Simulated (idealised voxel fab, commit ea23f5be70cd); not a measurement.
Module name: voxel transistor to metal (process module)
In the cross-section labelled cut, the width is 160 nm and each square cell is 5 nm.
Cross-section spec: square-cell grid; bands listed top down; each band is one or more rows.
Heads up on the band format: heights come first, top then bottom, in nm. After that it's the materials left to right, each with its width in nm. A single material flagged "full width" fills the whole band edge to edge, and "blank" means there's empty space there.
Heights from 0 (as-received wafer is one material below). Bottom band endless downward, as "0 down".
The notation "30..40" denotes a width that varies across the rows of cells in the band, beginning at the first number in the top row, finishing at the second number in the bottom row, and changing by an identical amount from each row to the next.
No cell of the cross-section changed in a step that is given as "no alteration".
Closed-off voids of 8+ cells (no open route to the top) go in "Listed closed voids", written width x height at distance from the left edge, in nm.
That trailing text on a step's line, after the settings, is the simulator's own remark on the step.
overlay nm: on a step with a mask, how far right of its planned place the mask lay; negative means left.
-- The planned process steps are enumerated hereunder
1 RECEIVE with material Si
2 OXIDIZE with depth nm 5
3 CONFORMAL_DEP with material SiN, thk nm 15
4 DIRECTIONAL_DEP with material aC, thk nm 10
5 PATTERN with tone cover, mask id ACTIVE, material resist, width nm 125, thk nm 25, overlay nm 0
6 DIRECTIONAL_ETCH with etch materials aC, depth nm 10
7 STRIP with etch materials resist
8 DIRECTIONAL_ETCH with etch materials SiN, depth nm 15
9 DIRECTIONAL_ETCH with etch materials SiO2, depth nm 5
10 DIRECTIONAL_ETCH with etch materials Si, depth nm 20
11 STRIP with etch materials aC
12 FILL_DEP with material SiO2, thk nm 5
13 CMP with height nm 15
14 SELECTIVE_ETCH with etch materials SiO2, depth nm 15
15 STRIP with etch materials SiN
16 SELECTIVE_ETCH with etch materials SiO2, depth nm 5
17 OXIDIZE with depth nm 5
18 DIRECTIONAL_DEP with material polySi, thk nm 25
19 DIRECTIONAL_DEP with material SiCN, thk nm 15
20 MASKED_ETCH with tone cover, mask id GATE, width nm 35, etch materials SiCN, depth nm 25, overlay nm 0
21 MASKED_ETCH with tone cover, mask id GATE, width nm 35, etch materials polySi, depth nm 35, overlay nm 0
22 CONFORMAL_DEP with material SiN, thk nm 5
23 DIRECTIONAL_ETCH with etch materials SiN, depth nm 5
24 DIRECTIONAL_ETCH with etch materials SiO2, depth nm 5
25 DIRECTIONAL_ETCH with etch materials Si, depth nm 15
26 EPI with material pSi, thk nm 20
27 FILL_DEP with material SiO2, thk nm 10
28 CMP with height nm 20
29 STRIP with etch materials polySi
30 SELECTIVE_ETCH with etch materials SiO2, depth nm 5
31 CONFORMAL_DEP with material HfO2, thk nm 5
32 CONFORMAL_DEP with material TiN, thk nm 5
33 FILL_DEP with material W, thk nm 5
34 CMP with height nm 15
35 DIRECTIONAL_DEP with material SiO2, thk nm 10
36 DIRECTIONAL_DEP with material aC, thk nm 10
37 PATTERN with tone open, mask id CONTACT, material resist, width nm 20, pitch nm 95, thk nm 25, overlay nm 0
38 DIRECTIONAL_ETCH with etch materials aC, depth nm 10
39 STRIP with etch materials resist
40 DIRECTIONAL_ETCH with etch materials SiO2, depth nm 30
41 STRIP with etch materials aC
42 CONFORMAL_DEP with material TiN, thk nm 5
43 FILL_DEP with material Ru, thk nm 5
44 CMP with height nm 25
45 DIRECTIONAL_DEP with material TiN, thk nm 5
46 DIRECTIONAL_DEP with material W, thk nm 20
47 MASKED_ETCH with tone cover, mask id METAL_1, width nm 20, pitch nm 95, etch materials W, depth nm 20, overlay nm 0
48 MASKED_ETCH with tone cover, mask id METAL_1, width nm 20, pitch nm 95, etch materials TiN, depth nm 5, overlay nm 0
49 CONFORMAL_DEP with material SiCN, thk nm 5
50 FILL_DEP with material lowk, thk nm 10
51 CMP with height nm 50
52 CONFORMAL_DEP with material SiN, thk nm 5
-- The first of a set of two wafers, run to plan
-- Cross-section of the wafer at receipt, which is the condition after step 1
	0 down: Si full width
	Listed closed voids: none
-- After step 2, in cross-section
	0 to -5: SiO2 full width
	Heights below -5 show no change.
-- After step 3, in cross-section
	15 to 0: SiN full width
	Heights below 0 show no change.
-- After step 4, in cross-section
	25 to 15: aC full width
	Heights below 15 show no change.
-- After step 5, in cross-section
	50 to 25: blank (15)  resist (125)  blank (20)
	Heights below 25 show no change.
-- After step 6, in cross-section
	40 to 25: blank (15)  resist (125)  blank (20)
	25 to 15: blank (15)  aC (125)  blank (20)
	Heights below 15 show no change.
-- After step 7, in cross-section
	25 to 15: blank (15)  aC (125)  blank (20)
	Heights below 15 show no change.
-- After step 8, in cross-section
	25 to 15: blank (15)  aC (125)  blank (20)
	15 to 0: blank (15)  SiN (125)  blank (20)
	Heights below 0 show no change.
-- After step 9, in cross-section
	25 to 15: blank (15)  aC (125)  blank (20)
	15 to 0: blank (15)  SiN (125)  blank (20)
	0 to -5: blank (15)  SiO2 (125)  blank (20)
	Heights below -5 show no change.
-- After step 10, in cross-section
	25 to 15: blank (15)  aC (125)  blank (20)
	15 to 0: blank (15)  SiN (125)  blank (20)
	0 to -5: blank (15)  SiO2 (125)  blank (20)
	-5 to -25: blank (15)  Si (125)  blank (20)
	Heights below -25 show no change.
-- After step 11, in cross-section
	15 to 0: blank (15)  SiN (125)  blank (20)
	Heights below 0 show no change.
-- After step 12, in cross-section
	20 to 15: SiO2 full width
	15 to 0: SiO2 (15)  SiN (125)  SiO2 (20)
	0 to -5: SiO2 full width
	-5 to -25: SiO2 (15)  Si (125)  SiO2 (20)
	Heights below -25 show no change.
-- After step 13, in cross-section
	15 to 0: SiO2 (15)  SiN (125)  SiO2 (20)
	Heights below 0 show no change.
-- After step 14, in cross-section
	15 to 0: blank (15)  SiN (125)  blank (20)
	Heights below 0 show no change.
-- After step 15, in cross-section
	0 to -5: SiO2 full width
	Heights below -5 show no change.
-- After step 16, in cross-section
	-5 to -25: SiO2 (15)  Si (125)  SiO2 (20)
	Heights below -25 show no change.
-- After step 17, in cross-section
	-5 to -10: SiO2 full width
	Heights below -10 show no change.
-- After step 18, in cross-section
	20 to -5: polySi full width
	Heights below -5 show no change.
-- After step 19, in cross-section
	35 to 20: SiCN full width
	Heights below 20 show no change.
-- After step 20, in cross-section
	35 to 20: blank (60)  SiCN (35)  blank (65)
	Heights below 20 show no change.
-- After step 21, in cross-section
	35 to 20: blank (60)  SiCN (35)  blank (65)
	20 to -5: blank (60)  polySi (35)  blank (65)
	Heights below -5 show no change.
-- After step 22, in cross-section
	40 to 35: blank (55)  SiN (45)  blank (60)
	35 to 20: blank (55)  SiN (5)  SiCN (35)  SiN (5)  blank (60)
	20 to 0: blank (55)  SiN (5)  polySi (35)  SiN (5)  blank (60)
	0 to -5: SiN (60)  polySi (35)  SiN (65)
	Heights below -5 show no change.
-- After step 23, in cross-section
	35 to 20: blank (55)  SiN (5)  SiCN (35)  SiN (5)  blank (60)
	20 to -5: blank (55)  SiN (5)  polySi (35)  SiN (5)  blank (60)
	Heights below -5 show no change.
-- After step 24, in cross-section
	35 to 20: blank (55)  SiN (5)  SiCN (35)  SiN (5)  blank (60)
	20 to -5: blank (55)  SiN (5)  polySi (35)  SiN (5)  blank (60)
	-5 to -10: blank (55)  SiO2 (45)  blank (60)
	Heights below -10 show no change.
-- After step 25, in cross-section
	35 to 20: blank (55)  SiN (5)  SiCN (35)  SiN (5)  blank (60)
	20 to -5: blank (55)  SiN (5)  polySi (35)  SiN (5)  blank (60)
	-5 to -10: blank (55)  SiO2 (45)  blank (60)
	-10 to -25: SiO2 (15)  blank (40)  Si (45)  blank (40)  SiO2 (20)
	Heights below -25 show no change.
-- After step 26, in cross-section
	35 to 20: blank (55)  SiN (5)  SiCN (35)  SiN (5)  blank (60)
	20 to 10: blank (55)  SiN (5)  polySi (35)  SiN (5)  blank (60)
	10 to -5: blank (35)  pSi (20)  SiN (5)  polySi (35)  SiN (5)  pSi (20)  blank (40)
	-5 to -10: blank (10)  pSi (45)  SiO2 (45)  pSi (45)  blank (15)
	-10 to -25: SiO2 (15)  pSi (40)  Si (45)  pSi (40)  SiO2 (20)
	Heights below -25 show no change.
-- After step 27, in cross-section
	45 to 35: SiO2 full width
	35 to 20: SiO2 (55)  SiN (5)  SiCN (35)  SiN (5)  SiO2 (60)
	20 to 10: SiO2 (55)  SiN (5)  polySi (35)  SiN (5)  SiO2 (60)
	10 to -5: SiO2 (35)  pSi (20)  SiN (5)  polySi (35)  SiN (5)  pSi (20)  SiO2 (40)
	-5 to -10: SiO2 (10)  pSi (45)  SiO2 (45)  pSi (45)  SiO2 (15)
	Heights below -10 show no change.
-- After step 28, in cross-section
	20 to 10: SiO2 (55)  SiN (5)  polySi (35)  SiN (5)  SiO2 (60)
	Heights below 10 show no change.
-- After step 29, in cross-section
	20 to 10: SiO2 (55)  SiN (5)  blank (35)  SiN (5)  SiO2 (60)
	10 to -5: SiO2 (35)  pSi (20)  SiN (5)  blank (35)  SiN (5)  pSi (20)  SiO2 (40)
	Heights below -5 show no change.
-- After step 30, in cross-section
	20 to 15: blank (55)  SiN (5)  blank (35)  SiN (5)  blank (60)
	15 to 10: SiO2 (55)  SiN (5)  blank (35)  SiN (5)  SiO2 (60)
	10 to -5: SiO2 (35)  pSi (20)  SiN (5)  blank (35)  SiN (5)  pSi (20)  SiO2 (40)
	-5 to -10: SiO2 (10)  pSi (45)  blank (45)  pSi (45)  SiO2 (15)
	Heights below -10 show no change.
-- After step 31, in cross-section
	25 to 20: blank (50)  HfO2 (15)  blank (25)  HfO2 (15)  blank (55)
	20 to 15: HfO2 (55)  SiN (5)  HfO2 (5)  blank (25)  HfO2 (5)  SiN (5)  HfO2 (60)
	15 to 10: SiO2 (55)  SiN (5)  HfO2 (5)  blank (25)  HfO2 (5)  SiN (5)  SiO2 (60)
	10 to -5: SiO2 (35)  pSi (20)  SiN (5)  HfO2 (5)  blank (25)  HfO2 (5)  SiN (5)  pSi (20)  SiO2 (40)
	-5 to -10: SiO2 (10)  pSi (45)  HfO2 (45)  pSi (45)  SiO2 (15)
	Heights below -10 show no change.
-- After step 32, in cross-section
	30 to 25: blank (45)  TiN (25)  blank (15)  TiN (25)  blank (50)
	25 to 20: TiN (50)  HfO2 (15)  TiN (5)  blank (15)  TiN (5)  HfO2 (15)  TiN (55)
	20 to 15: HfO2 (55)  SiN (5)  HfO2 (5)  TiN (5)  blank (15)  TiN (5)  HfO2 (5)  SiN (5)  HfO2 (60)
	15 to 10: SiO2 (55)  SiN (5)  HfO2 (5)  TiN (5)  blank (15)  TiN (5)  HfO2 (5)  SiN (5)  SiO2 (60)
	10 to 0: SiO2 (35)  pSi (20)  SiN (5)  HfO2 (5)  TiN (5)  blank (15)  TiN (5)  HfO2 (5)  SiN (5)  pSi (20)  SiO2 (40)
	0 to -5: SiO2 (35)  pSi (20)  SiN (5)  HfO2 (5)  TiN (25)  HfO2 (5)  SiN (5)  pSi (20)  SiO2 (40)
	Heights below -5 show no change.
-- After step 33, in cross-section
	35 to 30: W full width
	30 to 25: W (45)  TiN (25)  W (15)  TiN (25)  W (50)
	25 to 20: TiN (50)  HfO2 (15)  TiN (5)  W (15)  TiN (5)  HfO2 (15)  TiN (55)
	20 to 15: HfO2 (55)  SiN (5)  HfO2 (5)  TiN (5)  W (15)  TiN (5)  HfO2 (5)  SiN (5)  HfO2 (60)
	15 to 10: SiO2 (55)  SiN (5)  HfO2 (5)  TiN (5)  W (15)  TiN (5)  HfO2 (5)  SiN (5)  SiO2 (60)
	10 to 0: SiO2 (35)  pSi (20)  SiN (5)  HfO2 (5)  TiN (5)  W (15)  TiN (5)  HfO2 (5)  SiN (5)  pSi (20)  SiO2 (40)
	Heights below 0 show no change.
-- After step 34, in cross-section
	15 to 10: SiO2 (55)  SiN (5)  HfO2 (5)  TiN (5)  W (15)  TiN (5)  HfO2 (5)  SiN (5)  SiO2 (60)
	Heights below 10 show no change.
-- After step 35, in cross-section
	25 to 15: SiO2 full width
	Heights below 15 show no change.
-- After step 36, in cross-section
	35 to 25: aC full width
	Heights below 25 show no change.
-- After step 37, in cross-section
	60 to 35: resist (20)  blank (20)  resist (75)  blank (20)  resist (25)
	Heights below 35 show no change.
-- After step 38, in cross-section
	50 to 35: resist (20)  blank (20)  resist (75)  blank (20)  resist (25)
	35 to 25: aC (20)  blank (20)  aC (75)  blank (20)  aC (25)
	Heights below 25 show no change.
-- After step 39, in cross-section
	35 to 25: aC (20)  blank (20)  aC (75)  blank (20)  aC (25)
	Heights below 25 show no change.
-- After step 40, in cross-section
	35 to 25: aC (20)  blank (20)  aC (75)  blank (20)  aC (25)
	25 to 15: SiO2 (20)  blank (20)  SiO2 (75)  blank (20)  SiO2 (25)
	15 to 10: SiO2 (20)  blank (20)  SiO2 (15)  SiN (5)  HfO2 (5)  TiN (5)  W (15)  TiN (5)  HfO2 (5)  SiN (5)  SiO2 (15)  blank (20)  SiO2 (25)
	10 to 0: SiO2 (20)  blank (15)  pSi (20)  SiN (5)  HfO2 (5)  TiN (5)  W (15)  TiN (5)  HfO2 (5)  SiN (5)  pSi (20)  blank (15)  SiO2 (25)
	0 to -5: SiO2 (20)  blank (15)  pSi (20)  SiN (5)  HfO2 (5)  TiN (25)  HfO2 (5)  SiN (5)  pSi (20)  blank (15)  SiO2 (25)
	Heights below -5 show no change.
-- After step 41, in cross-section
	25 to 15: SiO2 (20)  blank (20)  SiO2 (75)  blank (20)  SiO2 (25)
	Heights below 15 show no change.
-- After step 42, in cross-section
	30 to 25: TiN (25)  blank (10)  TiN (85)  blank (10)  TiN (30)
	25 to 15: SiO2 (20)  TiN (5)  blank (10)  TiN (5)  SiO2 (75)  TiN (5)  blank (10)  TiN (5)  SiO2 (25)
	15 to 10: SiO2 (20)  TiN (5)  blank (5)  TiN (10)  SiO2 (15)  SiN (5)  HfO2 (5)  TiN (5)  W (15)  TiN (5)  HfO2 (5)  SiN (5)  SiO2 (15)  TiN (10)  blank (5)  TiN (5)  SiO2 (25)
	10 to 0: SiO2 (20)  TiN (5)  blank (5)  TiN (5)  pSi (20)  SiN (5)  HfO2 (5)  TiN (5)  W (15)  TiN (5)  HfO2 (5)  SiN (5)  pSi (20)  TiN (5)  blank (5)  TiN (5)  SiO2 (25)
	0 to -5: SiO2 (20)  TiN (15)  pSi (20)  SiN (5)  HfO2 (5)  TiN (25)  HfO2 (5)  SiN (5)  pSi (20)  TiN (15)  SiO2 (25)
	Heights below -5 show no change.
-- After step 43, in cross-section
	35 to 30: Ru full width
	30 to 25: TiN (25)  Ru (10)  TiN (85)  Ru (10)  TiN (30)
	25 to 15: SiO2 (20)  TiN (5)  Ru (10)  TiN (5)  SiO2 (75)  TiN (5)  Ru (10)  TiN (5)  SiO2 (25)
	15 to 10: SiO2 (20)  TiN (5)  Ru (5)  TiN (10)  SiO2 (15)  SiN (5)  HfO2 (5)  TiN (5)  W (15)  TiN (5)  HfO2 (5)  SiN (5)  SiO2 (15)  TiN (10)  Ru (5)  TiN (5)  SiO2 (25)
	10 to 0: SiO2 (20)  TiN (5)  Ru (5)  TiN (5)  pSi (20)  SiN (5)  HfO2 (5)  TiN (5)  W (15)  TiN (5)  HfO2 (5)  SiN (5)  pSi (20)  TiN (5)  Ru (5)  TiN (5)  SiO2 (25)
	Heights below 0 show no change.
-- After step 44, in cross-section
	25 to 15: SiO2 (20)  TiN (5)  Ru (10)  TiN (5)  SiO2 (75)  TiN (5)  Ru (10)  TiN (5)  SiO2 (25)
	Heights below 15 show no change.
-- After step 45, in cross-section
	30 to 25: TiN full width
	Heights below 25 show no change.
-- After step 46, in cross-section
	50 to 30: W full width
	Heights below 30 show no change.
-- After step 47, in cross-section
	50 to 30: blank (20)  W (20)  blank (75)  W (20)  blank (25)
	Heights below 30 show no change.
-- After step 48, in cross-section
	50 to 30: blank (20)  W (20)  blank (75)  W (20)  blank (25)
	30 to 25: blank (20)  TiN (20)  blank (75)  TiN (20)  blank (25)
	Heights below 25 show no change.
-- After step 49, in cross-section
	55 to 50: blank (15)  SiCN (30)  blank (65)  SiCN (30)  blank (20)
	50 to 30: blank (15)  SiCN (5)  W (20)  SiCN (5)  blank (65)  SiCN (5)  W (20)  SiCN (5)  blank (20)
	30 to 25: SiCN (20)  TiN (20)  SiCN (75)  TiN (20)  SiCN (25)
	Heights below 25 show no change.
-- After step 50, in cross-section
	65 to 55: lowk full width
	55 to 50: lowk (15)  SiCN (30)  lowk (65)  SiCN (30)  lowk (20)
	50 to 30: lowk (15)  SiCN (5)  W (20)  SiCN (5)  lowk (65)  SiCN (5)  W (20)  SiCN (5)  lowk (20)
	Heights below 30 show no change.
-- After step 51, in cross-section
	50 to 30: lowk (15)  SiCN (5)  W (20)  SiCN (5)  lowk (65)  SiCN (5)  W (20)  SiCN (5)  lowk (20)
	Heights below 30 show no change.
-- After step 52, in cross-section
	55 to 50: SiN full width
	Heights below 50 show no change.
-- Second Wafer (Identical Start and Plan, One Processing Error; Matches First Wafer Through Step 17)
Cross-section of the second wafer corresponding to the planned conclusion of step 18: no alteration
-- Cross-section of the second wafer corresponding to the planned conclusion of step 19
	10 to -5: SiCN full width
	Heights below -5 show no change.
-- Cross-section of the second wafer corresponding to the planned conclusion of step 20
	10 to -5: blank (60)  SiCN (35)  blank (65)
	Heights below -5 show no change.
Cross-section of the second wafer corresponding to the planned conclusion of step 21: no alteration
-- Cross-section of the second wafer corresponding to the planned conclusion of step 22
	15 to 10: blank (55)  SiN (45)  blank (60)
	10 to 0: blank (55)  SiN (5)  SiCN (35)  SiN (5)  blank (60)
	0 to -5: SiN (60)  SiCN (35)  SiN (65)
	Heights below -5 show no change.
-- Cross-section of the second wafer corresponding to the planned conclusion of step 23
	10 to -5: blank (55)  SiN (5)  SiCN (35)  SiN (5)  blank (60)
	Heights below -5 show no change.
-- Cross-section of the second wafer corresponding to the planned conclusion of step 24
	10 to -5: blank (55)  SiN (5)  SiCN (35)  SiN (5)  blank (60)
	-5 to -10: blank (55)  SiO2 (45)  blank (60)
	Heights below -10 show no change.
-- Cross-section of the second wafer corresponding to the planned conclusion of step 25
	10 to -5: blank (55)  SiN (5)  SiCN (35)  SiN (5)  blank (60)
	-5 to -10: blank (55)  SiO2 (45)  blank (60)
	-10 to -25: SiO2 (15)  blank (40)  Si (45)  blank (40)  SiO2 (20)
	Heights below -25 show no change.
-- Cross-section of the second wafer corresponding to the planned conclusion of step 26
	10 to -5: blank (35)  pSi (20)  SiN (5)  SiCN (35)  SiN (5)  pSi (20)  blank (40)
	-5 to -10: blank (10)  pSi (45)  SiO2 (45)  pSi (45)  blank (15)
	-10 to -25: SiO2 (15)  pSi (40)  Si (45)  pSi (40)  SiO2 (20)
	Heights below -25 show no change.
-- Cross-section of the second wafer corresponding to the planned conclusion of step 27
	20 to 10: SiO2 full width
	10 to -5: SiO2 (35)  pSi (20)  SiN (5)  SiCN (35)  SiN (5)  pSi (20)  SiO2 (40)
	-5 to -10: SiO2 (10)  pSi (45)  SiO2 (45)  pSi (45)  SiO2 (15)
	Heights below -10 show no change.
Cross-section of the second wafer corresponding to the planned conclusion of step 28: no alteration
Cross-section of the second wafer corresponding to the planned conclusion of step 29: no alteration
-- Cross-section of the second wafer corresponding to the planned conclusion of step 30
	15 to 10: SiO2 full width
	Heights below 10 show no change.
-- Cross-section of the second wafer corresponding to the planned conclusion of step 31
	20 to 15: HfO2 full width
	Heights below 15 show no change.
-- Cross-section of the second wafer corresponding to the planned conclusion of step 32
	25 to 20: TiN full width
	Heights below 20 show no change.
-- Cross-section of the second wafer corresponding to the planned conclusion of step 33
	30 to 25: W full width
	Heights below 25 show no change.
-- Cross-section of the second wafer corresponding to the planned conclusion of step 34
	15 to 10: SiO2 full width
	Heights below 10 show no change.
-- Cross-section of the second wafer corresponding to the planned conclusion of step 35
	25 to 10: SiO2 full width
	Heights below 10 show no change.
-- Cross-section of the second wafer corresponding to the planned conclusion of step 36
	35 to 25: aC full width
	Heights below 25 show no change.
-- Cross-section of the second wafer corresponding to the planned conclusion of step 37
	60 to 35: resist (20)  blank (20)  resist (75)  blank (20)  resist (25)
	Heights below 35 show no change.
-- Cross-section of the second wafer corresponding to the planned conclusion of step 38
	50 to 35: resist (20)  blank (20)  resist (75)  blank (20)  resist (25)
	35 to 25: aC (20)  blank (20)  aC (75)  blank (20)  aC (25)
	Heights below 25 show no change.
-- Cross-section of the second wafer corresponding to the planned conclusion of step 39
	35 to 25: aC (20)  blank (20)  aC (75)  blank (20)  aC (25)
	Heights below 25 show no change.
-- Cross-section of the second wafer corresponding to the planned conclusion of step 40
	35 to 25: aC (20)  blank (20)  aC (75)  blank (20)  aC (25)
	25 to 10: SiO2 (20)  blank (20)  SiO2 (75)  blank (20)  SiO2 (25)
	10 to -5: SiO2 (20)  blank (15)  pSi (20)  SiN (5)  SiCN (35)  SiN (5)  pSi (20)  blank (15)  SiO2 (25)
	Heights below -5 show no change.
-- Cross-section of the second wafer corresponding to the planned conclusion of step 41
	25 to 10: SiO2 (20)  blank (20)  SiO2 (75)  blank (20)  SiO2 (25)
	Heights below 10 show no change.
-- Cross-section of the second wafer corresponding to the planned conclusion of step 42
	30 to 25: TiN (25)  blank (10)  TiN (85)  blank (10)  TiN (30)
	25 to 15: SiO2 (20)  TiN (5)  blank (10)  TiN (5)  SiO2 (75)  TiN (5)  blank (10)  TiN (5)  SiO2 (25)
	15 to 10: SiO2 (20)  TiN (5)  blank (5)  TiN (10)  SiO2 (75)  TiN (10)  blank (5)  TiN (5)  SiO2 (25)
	10 to 0: SiO2 (20)  TiN (5)  blank (5)  TiN (5)  pSi (20)  SiN (5)  SiCN (35)  SiN (5)  pSi (20)  TiN (5)  blank (5)  TiN (5)  SiO2 (25)
	0 to -5: SiO2 (20)  TiN (15)  pSi (20)  SiN (5)  SiCN (35)  SiN (5)  pSi (20)  TiN (15)  SiO2 (25)
	Heights below -5 show no change.
-- Cross-section of the second wafer corresponding to the planned conclusion of step 43
	35 to 30: Ru full width
	30 to 25: TiN (25)  Ru (10)  TiN (85)  Ru (10)  TiN (30)
	25 to 15: SiO2 (20)  TiN (5)  Ru (10)  TiN (5)  SiO2 (75)  TiN (5)  Ru (10)  TiN (5)  SiO2 (25)
	15 to 10: SiO2 (20)  TiN (5)  Ru (5)  TiN (10)  SiO2 (75)  TiN (10)  Ru (5)  TiN (5)  SiO2 (25)
	10 to 0: SiO2 (20)  TiN (5)  Ru (5)  TiN (5)  pSi (20)  SiN (5)  SiCN (35)  SiN (5)  pSi (20)  TiN (5)  Ru (5)  TiN (5)  SiO2 (25)
	Heights below 0 show no change.
-- Cross-section of the second wafer corresponding to the planned conclusion of step 44
	25 to 15: SiO2 (20)  TiN (5)  Ru (10)  TiN (5)  SiO2 (75)  TiN (5)  Ru (10)  TiN (5)  SiO2 (25)
	Heights below 15 show no change.
-- Cross-section of the second wafer corresponding to the planned conclusion of step 45
	30 to 25: TiN full width
	Heights below 25 show no change.
-- Cross-section of the second wafer corresponding to the planned conclusion of step 46
	50 to 30: W full width
	Heights below 30 show no change.
-- Cross-section of the second wafer corresponding to the planned conclusion of step 47
	50 to 30: blank (20)  W (20)  blank (75)  W (20)  blank (25)
	Heights below 30 show no change.
-- Cross-section of the second wafer corresponding to the planned conclusion of step 48
	50 to 30: blank (20)  W (20)  blank (75)  W (20)  blank (25)
	30 to 25: blank (20)  TiN (20)  blank (75)  TiN (20)  blank (25)
	Heights below 25 show no change.
-- Cross-section of the second wafer corresponding to the planned conclusion of step 49
	55 to 50: blank (15)  SiCN (30)  blank (65)  SiCN (30)  blank (20)
	50 to 30: blank (15)  SiCN (5)  W (20)  SiCN (5)  blank (65)  SiCN (5)  W (20)  SiCN (5)  blank (20)
	30 to 25: SiCN (20)  TiN (20)  SiCN (75)  TiN (20)  SiCN (25)
	Heights below 25 show no change.
-- Cross-section of the second wafer corresponding to the planned conclusion of step 50
	65 to 55: lowk full width
	55 to 50: lowk (15)  SiCN (30)  lowk (65)  SiCN (30)  lowk (20)
	50 to 30: lowk (15)  SiCN (5)  W (20)  SiCN (5)  lowk (65)  SiCN (5)  W (20)  SiCN (5)  lowk (20)
	Heights below 30 show no change.
-- Cross-section of the second wafer corresponding to the planned conclusion of step 51
	50 to 30: lowk (15)  SiCN (5)  W (20)  SiCN (5)  lowk (65)  SiCN (5)  W (20)  SiCN (5)  lowk (20)
	Heights below 30 show no change.
-- Cross-section of the second wafer corresponding to the planned conclusion of step 52
	55 to 50: SiN full width
	Heights below 50 show no change.
Against the plan, the run slipped here: not run: step 18 of the plan (skipped)
Final wafer comparison in cells, second versus first, more or fewer per material: HfO2 -17, SiCN +21, SiN -2, SiO2 +18, TiN -11, W -9
